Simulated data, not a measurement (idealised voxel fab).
Proc. module: voxel plated lines
Cross-section cut spans 215 nm and uses square cells 5 nm in size.
Cross-sections here: square-cell grids, written as top-down lists of bands, a band being one or more rows of cells. Heights first: top, then bottom, in nm. Then materials, left to right, each with a width in nm. "all across" on a single material: fills the band edge to edge. "empty": empty space. Height 0 is the level under which the wafer as received is all one material. The lowest band goes on downwards, as in "0 nm and below". Width spec "30..40" -> top row of cells at first value, bottom row at second value, equal per-row change in between. Take "nothing got changed" at face value: in the step it is given for, the cross-section changed in none of its cells. "Sealed cavities" contains a list of empty spaces, each no smaller than 8 cells and without an open way to the top, written in the form width x height at distance with the distance from the left edge and all three in nm. Note: text after step settings on the step line = simulator remark on that step. Regarding "overlay nm": on a step with a mask, it is the distance the mask lay to the right of its planned place; a negative value places it to the left.
## Below is the list of planned process steps
1) RECEIVE with material Si
2) CONFORMAL_DEP with material SiO2, thk nm 5
3) DIRECTIONAL_DEP with material TiN, thk nm 5
4) PATTERN with tone open, mask id LINES, material resist, width nm 30, pitch nm 60, thk nm 35, overlay nm 0
5) EPI with material Ru, thk nm 10
6) EPI with material Ru, thk nm 5
7) EPI with material Ru, thk nm 10
8) STRIP with etch materials resist
9) DIRECTIONAL_ETCH with etch materials TiN, depth nm 5
10) CONFORMAL_DEP with material SiCN, thk nm 5
## First of two wafers - as planned
## Cross-sectional view of the wafer in its as-received condition, corresponding to the state after step 1
    0 nm and below: Si all across
    Sealed cavities: none
## After step 2: wafer cross-section
    5 nm to 0 nm: SiO2 all across
    No changes below 0.
## After step 3: wafer cross-section
    10 nm to 5 nm: TiN all across
    No changes below 5.
## After step 4: wafer cross-section
    45 nm to 10 nm: 60 nm resist  30 nm empty  30 nm resist  30 nm empty  65 nm resist
    No changes below 10.
## After step 5: wafer cross-section
    45 nm to 20 nm: 60 nm resist  30 nm empty  30 nm resist  30 nm empty  65 nm resist
    20 nm to 10 nm: 60 nm resist  30 nm Ru  30 nm resist  30 nm Ru  65 nm resist
    No changes below 10.
## After step 6: wafer cross-section
    45 nm to 25 nm: 60 nm resist  30 nm empty  30 nm resist  30 nm empty  65 nm resist
    25 nm to 10 nm: 60 nm resist  30 nm Ru  30 nm resist  30 nm Ru  65 nm resist
    No changes below 10.
## After step 7: wafer cross-section
    45 nm to 35 nm: 60 nm resist  30 nm empty  30 nm resist  30 nm empty  65 nm resist
    35 nm to 10 nm: 60 nm resist  30 nm Ru  30 nm resist  30 nm Ru  65 nm resist
    No changes below 10.
## After step 8: wafer cross-section
    35 nm to 10 nm: 60 nm empty  30 nm Ru  30 nm empty  30 nm Ru  65 nm empty
    No changes below 10.
## After step 9: wafer cross-section
    35 nm to 10 nm: 60 nm empty  30 nm Ru  30 nm empty  30 nm Ru  65 nm empty
    10 nm to 5 nm: 60 nm empty  30 nm TiN  30 nm empty  30 nm TiN  65 nm empty
    No changes below 5.
## After step 10: wafer cross-section
    40 nm to 35 nm: 55 nm empty  40 nm SiCN  20 nm empty  40 nm SiCN  60 nm empty
    35 nm to 10 nm: 55 nm empty  5 nm SiCN  30 nm Ru  5 nm SiCN  20 nm empty  5 nm SiCN  30 nm Ru  5 nm SiCN  60 nm empty
    10 nm to 5 nm: 60 nm SiCN  30 nm TiN  30 nm SiCN  30 nm TiN  65 nm SiCN
    No changes below 5.
## What follows concerns the second wafer, which started out like the first and was meant to follow the very same plan; one mistake crept in when it was run, but everything up to and including step 2 is the same as for the first wafer
## Second wafer, section view, time point: scheduled end of step 3
    20 nm to 5 nm: TiN all across
    No changes below 5.
## Second wafer, section view, time point: scheduled end of step 4
    55 nm to 20 nm: 60 nm resist  30 nm empty  30 nm resist  30 nm empty  65 nm resist
    No changes below 20.
## Second wafer, section view, time point: scheduled end of step 5
    55 nm to 30 nm: 60 nm resist  30 nm empty  30 nm resist  30 nm empty  65 nm resist
    30 nm to 20 nm: 60 nm resist  30 nm Ru  30 nm resist  30 nm Ru  65 nm resist
    No changes below 20.
## Second wafer, section view, time point: scheduled end of step 6
    55 nm to 35 nm: 60 nm resist  30 nm empty  30 nm resist  30 nm empty  65 nm resist
    35 nm to 20 nm: 60 nm resist  30 nm Ru  30 nm resist  30 nm Ru  65 nm resist
    No changes below 20.
## Second wafer, section view, time point: scheduled end of step 7
    55 nm to 45 nm: 60 nm resist  30 nm empty  30 nm resist  30 nm empty  65 nm resist
    45 nm to 20 nm: 60 nm resist  30 nm Ru  30 nm resist  30 nm Ru  65 nm resist
    No changes below 20.
## Second wafer, section view, time point: scheduled end of step 8
    45 nm to 20 nm: 60 nm empty  30 nm Ru  30 nm empty  30 nm Ru  65 nm empty
    No changes below 20.
## Second wafer, section view, time point: scheduled end of step 9
    45 nm to 20 nm: 60 nm empty  30 nm Ru  30 nm empty  30 nm Ru  65 nm empty
    20 nm to 15 nm: 60 nm empty  30 nm TiN  30 nm empty  30 nm TiN  65 nm empty
    No changes below 15.
## Second wafer, section view, time point: scheduled end of step 10
    50 nm to 45 nm: 55 nm empty  40 nm SiCN  20 nm empty  40 nm SiCN  60 nm empty
    45 nm to 20 nm: 55 nm empty  5 nm SiCN  30 nm Ru  5 nm SiCN  20 nm empty  5 nm SiCN  30 nm Ru  5 nm SiCN  60 nm empty
    20 nm to 15 nm: 60 nm SiCN  30 nm TiN  30 nm SiCN  30 nm TiN  65 nm SiCN
    No changes below 15.
Against the plan, the run slipped here: off-plan run, step 3, actual operation and settings DIRECTIONAL_DEP with material TiN, thk nm 15
It is noted that, at the conclusion of processing, the second wafer exhibits a higher or lower cell count for certain materials relative to the first: 86 more of TiN
